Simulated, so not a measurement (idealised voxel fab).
process module | voxel transistor to metal
cross-section cut | 185 nm wide | cells 5 nm
A cross-section is a grid of square cells, given in bands from the top down. A band is one or more rows of cells.
Each band's line starts with the height of the band's top and of its bottom, in nm. Then come its materials from left to right, each with its width in nm. One material with "throughout" fills the band from edge to edge. "air" is empty space.
Height 0 is the level under which the wafer as received is all one material. The lowest band goes on downwards, as in "0 down".
A width such as "30 to 40" changes by the same amount from each row of cells to the next, from the band's top row to its bottom row.
"no change" after a step means that no cell of the cross-section changed.
closed voids: empty space of 8 cells or more with no open way to the top, each as width x height at its distance from the left edge, in nm
after a step's settings: what the simulator itself notes on the step
overlay nm, on a step with a mask: how far to the right of its planned place the mask lay; to the left if negative
plan
1 op RECEIVE | material Si
2 op CONFORMAL_DEP | material SiO2 | thk nm 5
3 op CONFORMAL_DEP | material SiN | thk nm 10
4 op PATTERN | tone cover | mask id ACTIVE | material resist | width nm 95 | thk nm 20 | overlay nm 0
5 op DIRECTIONAL_ETCH | etch materials SiN | depth nm 10
6 op DIRECTIONAL_ETCH | etch materials SiO2 | depth nm 5
7 op DIRECTIONAL_ETCH | etch materials Si | depth nm 35
8 op STRIP | etch materials resist
9 op FILL_DEP | material SiO2 | thk nm 5
10 op CMP | height nm 15
11 op SELECTIVE_ETCH | etch materials SiO2 | depth nm 10
12 op STRIP | etch materials SiN
13 op SELECTIVE_ETCH | etch materials SiO2 | depth nm 5
14 op OXIDIZE | depth nm 5
15 op DIRECTIONAL_DEP | material polySi | thk nm 25
16 op DIRECTIONAL_DEP | material SiCN | thk nm 10
17 op DIRECTIONAL_DEP | material aC | thk nm 10
18 op PATTERN | tone cover | mask id GATE | material resist | width nm 25 | thk nm 30 | overlay nm 0
19 op DIRECTIONAL_ETCH | etch materials aC | depth nm 10
20 op STRIP | etch materials resist
21 op DIRECTIONAL_ETCH | etch materials SiCN | depth nm 20
22 op DIRECTIONAL_ETCH | etch materials polySi | depth nm 35
23 op STRIP | etch materials aC
24 op CONFORMAL_DEP | material SiN | thk nm 5
25 op DIRECTIONAL_ETCH | etch materials SiN | depth nm 5
26 op DIRECTIONAL_ETCH | etch materials SiO2 | depth nm 5
27 op DIRECTIONAL_ETCH | etch materials Si | depth nm 10
28 op EPI | material pSi | thk nm 10
29 op FILL_DEP | material SiO2 | thk nm 10
30 op CMP | height nm 25
31 op STRIP | etch materials polySi
32 op SELECTIVE_ETCH | etch materials SiO2 | depth nm 5
33 op CONFORMAL_DEP | material HfO2 | thk nm 5
34 op CONFORMAL_DEP | material TiN | thk nm 5
35 op FILL_DEP | material W | thk nm 5
36 op CMP | height nm 20
37 op DIRECTIONAL_DEP | material SiO2 | thk nm 10
38 op PATTERN | tone open | mask id CONTACT | material resist | width nm 15 | pitch nm 70 | thk nm 15 | overlay nm 0
39 op DIRECTIONAL_ETCH | etch materials SiO2 | depth nm 35
40 op STRIP | etch materials resist
41 op CONFORMAL_DEP | material TiN | thk nm 5
42 op FILL_DEP | material Ru | thk nm 5
43 op CMP | height nm 30
44 op CONFORMAL_DEP | material SiN | thk nm 5
45 op DIRECTIONAL_DEP | material SiO2 | thk nm 15
46 op PATTERN | tone open | mask id METAL_1 | material resist | width nm 15 | pitch nm 70 | thk nm 20 | overlay nm 0
47 op DIRECTIONAL_ETCH | etch materials SiO2 | depth nm 15
48 op DIRECTIONAL_ETCH | etch materials SiN | depth nm 5
49 op STRIP | etch materials resist
50 op CONFORMAL_DEP | material TiN | thk nm 5
51 op FILL_DEP | material Cu | thk nm 5
52 op CMP | height nm 50
53 op EPI | material Ru | thk nm 5
54 op FILL_DEP | material SiCN | thk nm 5
55 op DIRECTIONAL_DEP | material lowk | thk nm 30
56 op MASKED_ETCH | tone open | mask id METAL_2 | width nm 15 | pitch nm 70 | etch materials lowk | depth nm 20 | overlay nm 0
57 op MASKED_ETCH | tone open | mask id METAL_2_HOLES | width nm 15 | pitch nm 70 | etch materials lowk | depth nm 10 | overlay nm 0
58 op MASKED_ETCH | tone open | mask id METAL_2_HOLES | width nm 15 | pitch nm 70 | etch materials SiCN | depth nm 5 | overlay nm 0
59 op CONFORMAL_DEP | material TiN | thk nm 5
60 op FILL_DEP | material Cu | thk nm 5
61 op CMP | height nm 90
62 op CONFORMAL_DEP | material SiN | thk nm 5
first wafer, as planned
as received, after step 1
  0 down: Si throughout
  closed voids: none
after step 2
  5 to 0: SiO2 throughout
  below 0: unchanged
after step 3
  15 to 5: SiN throughout
  below 5: unchanged
after step 4
  35 to 15: air 45 | resist 95 | air 45
  below 15: unchanged
after step 5
  35 to 15: air 45 | resist 95 | air 45
  15 to 5: air 45 | SiN 95 | air 45
  below 5: unchanged
after step 6
  35 to 15: air 45 | resist 95 | air 45
  15 to 5: air 45 | SiN 95 | air 45
  5 to 0: air 45 | SiO2 95 | air 45
  below 0: unchanged
after step 7
  35 to 15: air 45 | resist 95 | air 45
  15 to 5: air 45 | SiN 95 | air 45
  5 to 0: air 45 | SiO2 95 | air 45
  0 to -35: air 45 | Si 95 | air 45
  below -35: unchanged
after step 8
  15 to 5: air 45 | SiN 95 | air 45
  below 5: unchanged
after step 9
  20 to 15: SiO2 throughout
  15 to 5: SiO2 45 | SiN 95 | SiO2 45
  5 to 0: SiO2 throughout
  0 to -35: SiO2 45 | Si 95 | SiO2 45
  below -35: unchanged
after step 10
  15 to 5: SiO2 45 | SiN 95 | SiO2 45
  below 5: unchanged
after step 11
  15 to 5: air 45 | SiN 95 | air 45
  below 5: unchanged
after step 12
  5 to 0: SiO2 throughout
  below 0: unchanged
after step 13
  0 to -35: SiO2 45 | Si 95 | SiO2 45
  below -35: unchanged
after step 14
  0 to -5: SiO2 throughout
  below -5: unchanged
after step 15
  25 to 0: polySi throughout
  below 0: unchanged
after step 16
  35 to 25: SiCN throughout
  below 25: unchanged
after step 17
  45 to 35: aC throughout
  below 35: unchanged
after step 18
  75 to 45: air 80 | resist 25 | air 80
  below 45: unchanged
after step 19
  65 to 45: air 80 | resist 25 | air 80
  45 to 35: air 80 | aC 25 | air 80
  below 35: unchanged
after step 20
  45 to 35: air 80 | aC 25 | air 80
  below 35: unchanged
after step 21
  45 to 35: air 80 | aC 25 | air 80
  35 to 25: air 80 | SiCN 25 | air 80
  below 25: unchanged
after step 22
  45 to 35: air 80 | aC 25 | air 80
  35 to 25: air 80 | SiCN 25 | air 80
  25 to 0: air 80 | polySi 25 | air 80
  below 0: unchanged
after step 23
  35 to 25: air 80 | SiCN 25 | air 80
  below 25: unchanged
after step 24
  40 to 35: air 75 | SiN 35 | air 75
  35 to 25: air 75 | SiN 5 | SiCN 25 | SiN 5 | air 75
  25 to 5: air 75 | SiN 5 | polySi 25 | SiN 5 | air 75
  5 to 0: SiN 80 | polySi 25 | SiN 80
  below 0: unchanged
after step 25
  35 to 25: air 75 | SiN 5 | SiCN 25 | SiN 5 | air 75
  25 to 0: air 75 | SiN 5 | polySi 25 | SiN 5 | air 75
  below 0: unchanged
after step 26
  35 to 25: air 75 | SiN 5 | SiCN 25 | SiN 5 | air 75
  25 to 0: air 75 | SiN 5 | polySi 25 | SiN 5 | air 75
  0 to -5: air 75 | SiO2 35 | air 75
  below -5: unchanged
after step 27
  35 to 25: air 75 | SiN 5 | SiCN 25 | SiN 5 | air 75
  25 to 0: air 75 | SiN 5 | polySi 25 | SiN 5 | air 75
  0 to -5: air 75 | SiO2 35 | air 75
  -5 to -15: SiO2 45 | air 30 | Si 35 | air 30 | SiO2 45
  below -15: unchanged
after step 28
  35 to 25: air 75 | SiN 5 | SiCN 25 | SiN 5 | air 75
  25 to 5: air 75 | SiN 5 | polySi 25 | SiN 5 | air 75
  5 to 0: air 65 | pSi 10 | SiN 5 | polySi 25 | SiN 5 | pSi 10 | air 65
  0 to -5: air 65 | pSi 10 | SiO2 35 | pSi 10 | air 65
  -5 to -15: SiO2 45 | pSi 30 | Si 35 | pSi 30 | SiO2 45
  below -15: unchanged
after step 29
  45 to 35: SiO2 throughout
  35 to 25: SiO2 75 | SiN 5 | SiCN 25 | SiN 5 | SiO2 75
  25 to 5: SiO2 75 | SiN 5 | polySi 25 | SiN 5 | SiO2 75
  5 to 0: SiO2 65 | pSi 10 | SiN 5 | polySi 25 | SiN 5 | pSi 10 | SiO2 65
  0 to -5: SiO2 65 | pSi 10 | SiO2 35 | pSi 10 | SiO2 65
  below -5: unchanged
after step 30
  25 to 5: SiO2 75 | SiN 5 | polySi 25 | SiN 5 | SiO2 75
  below 5: unchanged
after step 31
  25 to 5: SiO2 75 | SiN 5 | air 25 | SiN 5 | SiO2 75
  5 to 0: SiO2 65 | pSi 10 | SiN 5 | air 25 | SiN 5 | pSi 10 | SiO2 65
  below 0: unchanged
after step 32
  25 to 20: air 75 | SiN 5 | air 25 | SiN 5 | air 75
  20 to 5: SiO2 75 | SiN 5 | air 25 | SiN 5 | SiO2 75
  5 to 0: SiO2 65 | pSi 10 | SiN 5 | air 25 | SiN 5 | pSi 10 | SiO2 65
  0 to -5: SiO2 65 | pSi 10 | air 35 | pSi 10 | SiO2 65
  below -5: unchanged
after step 33
  30 to 25: air 70 | HfO2 15 | air 15 | HfO2 15 | air 70
  25 to 20: HfO2 75 | SiN 5 | HfO2 5 | air 15 | HfO2 5 | SiN 5 | HfO2 75
  20 to 5: SiO2 75 | SiN 5 | HfO2 5 | air 15 | HfO2 5 | SiN 5 | SiO2 75
  5 to 0: SiO2 65 | pSi 10 | SiN 5 | HfO2 5 | air 15 | HfO2 5 | SiN 5 | pSi 10 | SiO2 65
  0 to -5: SiO2 65 | pSi 10 | HfO2 35 | pSi 10 | SiO2 65
  below -5: unchanged
after step 34
  35 to 30: air 65 | TiN 25 | air 5 | TiN 25 | air 65
  30 to 25: TiN 70 | HfO2 15 | TiN 5 | air 5 | TiN 5 | HfO2 15 | TiN 70
  25 to 20: HfO2 75 | SiN 5 | HfO2 5 | TiN 5 | air 5 | TiN 5 | HfO2 5 | SiN 5 | HfO2 75
  20 to 5: SiO2 75 | SiN 5 | HfO2 5 | TiN 5 | air 5 | TiN 5 | HfO2 5 | SiN 5 | SiO2 75
  5 to 0: SiO2 65 | pSi 10 | SiN 5 | HfO2 5 | TiN 15 | HfO2 5 | SiN 5 | pSi 10 | SiO2 65
  below 0: unchanged
after step 35
  40 to 35: W throughout
  35 to 30: W 65 | TiN 25 | W 5 | TiN 25 | W 65
  30 to 25: TiN 70 | HfO2 15 | TiN 5 | W 5 | TiN 5 | HfO2 15 | TiN 70
  25 to 20: HfO2 75 | SiN 5 | HfO2 5 | TiN 5 | W 5 | TiN 5 | HfO2 5 | SiN 5 | HfO2 75
  20 to 5: SiO2 75 | SiN 5 | HfO2 5 | TiN 5 | W 5 | TiN 5 | HfO2 5 | SiN 5 | SiO2 75
  below 5: unchanged
after step 36
  20 to 5: SiO2 75 | SiN 5 | HfO2 5 | TiN 5 | W 5 | TiN 5 | HfO2 5 | SiN 5 | SiO2 75
  below 5: unchanged
after step 37
  30 to 20: SiO2 throughout
  below 20: unchanged
after step 38
  45 to 30: resist 50 | air 15 | resist 55 | air 15 | resist 50
  below 30: unchanged
after step 39
  45 to 30: resist 50 | air 15 | resist 55 | air 15 | resist 50
  30 to 20: SiO2 50 | air 15 | SiO2 55 | air 15 | SiO2 50
  20 to 5: SiO2 50 | air 15 | SiO2 10 | SiN 5 | HfO2 5 | TiN 5 | W 5 | TiN 5 | HfO2 5 | SiN 5 | SiO2 10 | air 15 | SiO2 50
  5 to 0: SiO2 50 | air 15 | pSi 10 | SiN 5 | HfO2 5 | TiN 15 | HfO2 5 | SiN 5 | pSi 10 | air 15 | SiO2 50
  0 to -5: SiO2 50 | air 15 | pSi 10 | HfO2 35 | pSi 10 | air 15 | SiO2 50
  below -5: unchanged
after step 40
  30 to 20: SiO2 50 | air 15 | SiO2 55 | air 15 | SiO2 50
  below 20: unchanged
after step 41
  35 to 30: TiN 55 | air 5 | TiN 65 | air 5 | TiN 55
  30 to 20: SiO2 50 | TiN 5 | air 5 | TiN 5 | SiO2 55 | TiN 5 | air 5 | TiN 5 | SiO2 50
  20 to 5: SiO2 50 | TiN 5 | air 5 | TiN 5 | SiO2 10 | SiN 5 | HfO2 5 | TiN 5 | W 5 | TiN 5 | HfO2 5 | SiN 5 | SiO2 10 | TiN 5 | air 5 | TiN 5 | SiO2 50
  5 to 0: SiO2 50 | TiN 5 | air 5 | TiN 5 | pSi 10 | SiN 5 | HfO2 5 | TiN 15 | HfO2 5 | SiN 5 | pSi 10 | TiN 5 | air 5 | TiN 5 | SiO2 50
  0 to -5: SiO2 50 | TiN 15 | pSi 10 | HfO2 35 | pSi 10 | TiN 15 | SiO2 50
  below -5: unchanged
after step 42
  40 to 35: Ru throughout
  35 to 30: TiN 55 | Ru 5 | TiN 65 | Ru 5 | TiN 55
  30 to 20: SiO2 50 | TiN 5 | Ru 5 | TiN 5 | SiO2 55 | TiN 5 | Ru 5 | TiN 5 | SiO2 50
  20 to 5: SiO2 50 | TiN 5 | Ru 5 | TiN 5 | SiO2 10 | SiN 5 | HfO2 5 | TiN 5 | W 5 | TiN 5 | HfO2 5 | SiN 5 | SiO2 10 | TiN 5 | Ru 5 | TiN 5 | SiO2 50
  5 to 0: SiO2 50 | TiN 5 | Ru 5 | TiN 5 | pSi 10 | SiN 5 | HfO2 5 | TiN 15 | HfO2 5 | SiN 5 | pSi 10 | TiN 5 | Ru 5 | TiN 5 | SiO2 50
  below 0: unchanged
after step 43
  30 to 20: SiO2 50 | TiN 5 | Ru 5 | TiN 5 | SiO2 55 | TiN 5 | Ru 5 | TiN 5 | SiO2 50
  below 20: unchanged
after step 44
  35 to 30: SiN throughout
  below 30: unchanged
after step 45
  50 to 35: SiO2 throughout
  below 35: unchanged
after step 46
  70 to 50: resist 50 | air 15 | resist 55 | air 15 | resist 50
  below 50: unchanged
after step 47
  70 to 50: resist 50 | air 15 | resist 55 | air 15 | resist 50
  50 to 35: SiO2 50 | air 15 | SiO2 55 | air 15 | SiO2 50
  below 35: unchanged
after step 48
  70 to 50: resist 50 | air 15 | resist 55 | air 15 | resist 50
  50 to 35: SiO2 50 | air 15 | SiO2 55 | air 15 | SiO2 50
  35 to 30: SiN 50 | air 15 | SiN 55 | air 15 | SiN 50
  below 30: unchanged
after step 49
  50 to 35: SiO2 50 | air 15 | SiO2 55 | air 15 | SiO2 50
  below 35: unchanged
after step 50
  55 to 50: TiN 55 | air 5 | TiN 65 | air 5 | TiN 55
  50 to 35: SiO2 50 | TiN 5 | air 5 | TiN 5 | SiO2 55 | TiN 5 | air 5 | TiN 5 | SiO2 50
  35 to 30: SiN 50 | TiN 15 | SiN 55 | TiN 15 | SiN 50
  below 30: unchanged
after step 51
  60 to 55: Cu throughout
  55 to 50: TiN 55 | Cu 5 | TiN 65 | Cu 5 | TiN 55
  50 to 35: SiO2 50 | TiN 5 | Cu 5 | TiN 5 | SiO2 55 | TiN 5 | Cu 5 | TiN 5 | SiO2 50
  below 35: unchanged
after step 52
  50 to 35: SiO2 50 | TiN 5 | Cu 5 | TiN 5 | SiO2 55 | TiN 5 | Cu 5 | TiN 5 | SiO2 50
  below 35: unchanged
after step 53
  55 to 50: air 45 | Ru 25 | air 45 | Ru 25 | air 45
  below 50: unchanged
after step 54
  60 to 55: SiCN throughout
  55 to 50: SiCN 45 | Ru 25 | SiCN 45 | Ru 25 | SiCN 45
  below 50: unchanged
after step 55
  90 to 60: lowk throughout
  below 60: unchanged
after step 56
  90 to 70: lowk 50 | air 15 | lowk 55 | air 15 | lowk 50
  below 70: unchanged
after step 57
  90 to 60: lowk 50 | air 15 | lowk 55 | air 15 | lowk 50
  below 60: unchanged
after step 58
  90 to 60: lowk 50 | air 15 | lowk 55 | air 15 | lowk 50
  60 to 55: SiCN 50 | air 15 | SiCN 55 | air 15 | SiCN 50
  below 55: unchanged
after step 59
  95 to 90: TiN 55 | air 5 | TiN 65 | air 5 | TiN 55
  90 to 60: lowk 50 | TiN 5 | air 5 | TiN 5 | lowk 55 | TiN 5 | air 5 | TiN 5 | lowk 50
  60 to 55: SiCN 50 | TiN 15 | SiCN 55 | TiN 15 | SiCN 50
  below 55: unchanged
after step 60
  100 to 95: Cu throughout
  95 to 90: TiN 55 | Cu 5 | TiN 65 | Cu 5 | TiN 55
  90 to 60: lowk 50 | TiN 5 | Cu 5 | TiN 5 | lowk 55 | TiN 5 | Cu 5 | TiN 5 | lowk 50
  below 60: unchanged
after step 61
  90 to 60: lowk 50 | TiN 5 | Cu 5 | TiN 5 | lowk 55 | TiN 5 | Cu 5 | TiN 5 | lowk 50
  below 60: unchanged
after step 62
  95 to 90: SiN throughout
  below 90: unchanged
second wafer: like start, like plan, one mistake. Through step 37 it matches the first wafer
when step 38 should have ended
  45 to 30: resist 40 | air 15 | resist 55 | air 15 | resist 60
  below 30: unchanged
when step 39 should have ended
  45 to 30: resist 40 | air 15 | resist 55 | air 15 | resist 60
  30 to 20: SiO2 40 | air 15 | SiO2 55 | air 15 | SiO2 60
  20 to 5: SiO2 40 | air 15 | SiO2 20 | SiN 5 | HfO2 5 | TiN 5 | W 5 | TiN 5 | HfO2 5 | SiN 5 | air 15 | SiO2 60
  5 to 0: SiO2 40 | air 15 | SiO2 10 | pSi 10 | SiN 5 | HfO2 5 | TiN 15 | HfO2 5 | SiN 5 | pSi 10 | air 5 | SiO2 60
  0 to -5: SiO2 40 | air 15 | SiO2 10 | pSi 10 | HfO2 35 | pSi 10 | air 5 | SiO2 60
  below -5: unchanged
when step 40 should have ended
  30 to 20: SiO2 40 | air 15 | SiO2 55 | air 15 | SiO2 60
  below 20: unchanged
when step 41 should have ended
  35 to 30: TiN 45 | air 5 | TiN 65 | air 5 | TiN 65
  30 to 20: SiO2 40 | TiN 5 | air 5 | TiN 5 | SiO2 55 | TiN 5 | air 5 | TiN 5 | SiO2 60
  20 to 10: SiO2 40 | TiN 5 | air 5 | TiN 5 | SiO2 20 | SiN 5 | HfO2 5 | TiN 5 | W 5 | TiN 5 | HfO2 5 | SiN 5 | TiN 5 | air 5 | TiN 5 | SiO2 60
  10 to 5: SiO2 40 | TiN 5 | air 5 | TiN 5 | SiO2 20 | SiN 5 | HfO2 5 | TiN 5 | W 5 | TiN 5 | HfO2 5 | SiN 5 | TiN 15 | SiO2 60
  5 to 0: SiO2 40 | TiN 5 | air 5 | TiN 5 | SiO2 10 | pSi 10 | SiN 5 | HfO2 5 | TiN 15 | HfO2 5 | SiN 5 | pSi 10 | TiN 5 | SiO2 60
  0 to -5: SiO2 40 | TiN 15 | SiO2 10 | pSi 10 | HfO2 35 | pSi 10 | TiN 5 | SiO2 60
  below -5: unchanged
when step 42 should have ended
  40 to 35: Ru throughout
  35 to 30: TiN 45 | Ru 5 | TiN 65 | Ru 5 | TiN 65
  30 to 20: SiO2 40 | TiN 5 | Ru 5 | TiN 5 | SiO2 55 | TiN 5 | Ru 5 | TiN 5 | SiO2 60
  20 to 10: SiO2 40 | TiN 5 | Ru 5 | TiN 5 | SiO2 20 | SiN 5 | HfO2 5 | TiN 5 | W 5 | TiN 5 | HfO2 5 | SiN 5 | TiN 5 | Ru 5 | TiN 5 | SiO2 60
  10 to 5: SiO2 40 | TiN 5 | Ru 5 | TiN 5 | SiO2 20 | SiN 5 | HfO2 5 | TiN 5 | W 5 | TiN 5 | HfO2 5 | SiN 5 | TiN 15 | SiO2 60
  5 to 0: SiO2 40 | TiN 5 | Ru 5 | TiN 5 | SiO2 10 | pSi 10 | SiN 5 | HfO2 5 | TiN 15 | HfO2 5 | SiN 5 | pSi 10 | TiN 5 | SiO2 60
  below 0: unchanged
when step 43 should have ended
  30 to 20: SiO2 40 | TiN 5 | Ru 5 | TiN 5 | SiO2 55 | TiN 5 | Ru 5 | TiN 5 | SiO2 60
  below 20: unchanged
when step 44 should have ended
  35 to 30: SiN throughout
  below 30: unchanged
when step 45 should have ended
  50 to 35: SiO2 throughout
  below 35: unchanged
when step 46 should have ended
  70 to 50: resist 50 | air 15 | resist 55 | air 15 | resist 50
  below 50: unchanged
when step 47 should have ended
  70 to 50: resist 50 | air 15 | resist 55 | air 15 | resist 50
  50 to 35: SiO2 50 | air 15 | SiO2 55 | air 15 | SiO2 50
  below 35: unchanged
when step 48 should have ended
  70 to 50: resist 50 | air 15 | resist 55 | air 15 | resist 50
  50 to 35: SiO2 50 | air 15 | SiO2 55 | air 15 | SiO2 50
  35 to 30: SiN 50 | air 15 | SiN 55 | air 15 | SiN 50
  below 30: unchanged
when step 49 should have ended
  50 to 35: SiO2 50 | air 15 | SiO2 55 | air 15 | SiO2 50
  below 35: unchanged
when step 50 should have ended
  55 to 50: TiN 55 | air 5 | TiN 65 | air 5 | TiN 55
  50 to 35: SiO2 50 | TiN 5 | air 5 | TiN 5 | SiO2 55 | TiN 5 | air 5 | TiN 5 | SiO2 50
  35 to 30: SiN 50 | TiN 15 | SiN 55 | TiN 15 | SiN 50
  below 30: unchanged
when step 51 should have ended
  60 to 55: Cu throughout
  55 to 50: TiN 55 | Cu 5 | TiN 65 | Cu 5 | TiN 55
  50 to 35: SiO2 50 | TiN 5 | Cu 5 | TiN 5 | SiO2 55 | TiN 5 | Cu 5 | TiN 5 | SiO2 50
  below 35: unchanged
when step 52 should have ended
  50 to 35: SiO2 50 | TiN 5 | Cu 5 | TiN 5 | SiO2 55 | TiN 5 | Cu 5 | TiN 5 | SiO2 50
  below 35: unchanged
when step 53 should have ended
  55 to 50: air 45 | Ru 25 | air 45 | Ru 25 | air 45
  below 50: unchanged
when step 54 should have ended
  60 to 55: SiCN throughout
  55 to 50: SiCN 45 | Ru 25 | SiCN 45 | Ru 25 | SiCN 45
  below 50: unchanged
when step 55 should have ended
  90 to 60: lowk throughout
  below 60: unchanged
when step 56 should have ended
  90 to 70: lowk 50 | air 15 | lowk 55 | air 15 | lowk 50
  below 70: unchanged
when step 57 should have ended
  90 to 60: lowk 50 | air 15 | lowk 55 | air 15 | lowk 50
  below 60: unchanged
when step 58 should have ended
  90 to 60: lowk 50 | air 15 | lowk 55 | air 15 | lowk 50
  60 to 55: SiCN 50 | air 15 | SiCN 55 | air 15 | SiCN 50
  below 55: unchanged
when step 59 should have ended
  95 to 90: TiN 55 | air 5 | TiN 65 | air 5 | TiN 55
  90 to 60: lowk 50 | TiN 5 | air 5 | TiN 5 | lowk 55 | TiN 5 | air 5 | TiN 5 | lowk 50
  60 to 55: SiCN 50 | TiN 15 | SiCN 55 | TiN 15 | SiCN 50
  below 55: unchanged
when step 60 should have ended
  100 to 95: Cu throughout
  95 to 90: TiN 55 | Cu 5 | TiN 65 | Cu 5 | TiN 55
  90 to 60: lowk 50 | TiN 5 | Cu 5 | TiN 5 | lowk 55 | TiN 5 | Cu 5 | TiN 5 | lowk 50
  below 60: unchanged
when step 61 should have ended
  90 to 60: lowk 50 | TiN 5 | Cu 5 | TiN 5 | lowk 55 | TiN 5 | Cu 5 | TiN 5 | lowk 50
  below 60: unchanged
when step 62 should have ended
  95 to 90: SiN throughout
  below 90: unchanged
what went wrong: step 38 ran as: op PATTERN | tone open | mask id CONTACT | material resist | width nm 15 | pitch nm 70 | thk nm 15 | overlay nm -10
at the end the second wafer has, in cells: 2 fewer of Ru | 4 more of SiO2 | 2 fewer of TiN
